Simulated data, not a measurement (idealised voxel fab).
Proc. module: voxel self aligned vias
For reference, the cross-section in this document is cut, with width 240 nm and square cells of 5 nm.
In this document a cross-section is written as a grid of square cells. It is given as a series of bands, listed from the top down, and a band is one or more rows of cells. Each band's line starts with the height of the band's top and of its bottom, in nm. Then come its materials from left to right, each with its width in nm. One material with "everywhere" fills the band from edge to edge. "blank" is empty space. Convention: height 0 is the level below which the wafer, as received, is all one material. The lowest band does not terminate at the bottom but continues downward, represented as "z 0 and below". The notation "30..40" denotes a width that varies across the rows of cells in the band, beginning at the first number in the top row, finishing at the second number in the bottom row, and changing by an identical amount from each row to the next. For the purposes of this document, the phrase "identical to before" attached to a step denotes that no cell within the cross-section was modified by that step. If an empty space has no open way to the top and is at least 8 cells in size, "Unvented cavities" lists it, written width x height at distance, where distance is measured from the left edge and every value is in nm. after a step's settings: what the simulator itself notes on the step. Steps that use a mask can have "overlay nm" on their line. It says how far the mask sat to the right of where it was meant to be. Negative means to the left.
### The following list gives the planned process steps
1) RECEIVE with material Si
2) CONFORMAL_DEP with material SiO2, thk nm 15
3) CONFORMAL_DEP with material SiCN, thk nm 5
4) DIRECTIONAL_DEP with material SiO2, thk nm 25
5) MASKED_ETCH with tone open, mask id LINES, width nm 30, pitch nm 55, etch materials SiO2, depth nm 25, overlay nm 0
6) CONFORMAL_DEP with material TiN, thk nm 5
7) FILL_DEP with material W, thk nm 10
8) CMP with height nm 45
9) SELECTIVE_ETCH with etch materials W Ru TiN, depth nm 5
10) FILL_DEP with material SiN, thk nm 10
11) CMP with height nm 45
12) DIRECTIONAL_DEP with material SiO2, thk nm 20
13) MASKED_ETCH with tone open, mask id VIAS, width nm 40, pitch nm 55, etch materials SiO2, depth nm 20, overlay nm 0
14) MASKED_ETCH with tone open, mask id VIAS, width nm 40, pitch nm 55, etch materials SiN, depth nm 5, overlay nm 0
15) CONFORMAL_DEP with material TiN, thk nm 5
16) FILL_DEP with material W, thk nm 10
17) CMP with height nm 65
18) CONFORMAL_DEP with material SiCN, thk nm 5
### Wafer as received: cross-section following step 1
- z 0 and below | Si everywhere
- Unvented cavities: none
### Final wafer profile in cross-section after the module, from the same start and plan as above, with one mistake made during processing
- z 70 to 65 | SiCN everywhere
- z 65 to 50 | 70 nm SiO2 / 5 nm TiN / 30 nm W / 5 nm TiN / 15 nm SiO2 / 5 nm TiN / 30 nm W / 5 nm TiN / 75 nm SiO2
- z 50 to 45 | 70 nm SiO2 / 40 nm TiN / 15 nm SiO2 / 40 nm TiN / 75 nm SiO2
- z 45 to 40 | 70 nm SiN / 5 nm TiN / 30 nm SiO2 / 5 nm TiN / 15 nm SiN / 5 nm TiN / 30 nm SiO2 / 5 nm TiN / 75 nm SiN
- z 40 to 25 | 70 nm W / 5 nm TiN / 30 nm SiO2 / 5 nm TiN / 15 nm W / 5 nm TiN / 30 nm SiO2 / 5 nm TiN / 75 nm W
- z 25 to 20 | 75 nm TiN / 30 nm SiO2 / 25 nm TiN / 30 nm SiO2 / 80 nm TiN
- z 20 to 15 | SiCN everywhere
- z 15 to 0 | SiO2 everywhere
- z 0 and below | Si everywhere
- Unvented cavities: none
Deviation from plan: planned and actual differ for step 5; actual: MASKED_ETCH with tone cover, mask id LINES, width nm 30, pitch nm 55, etch materials SiO2, depth nm 25, overlay nm 0
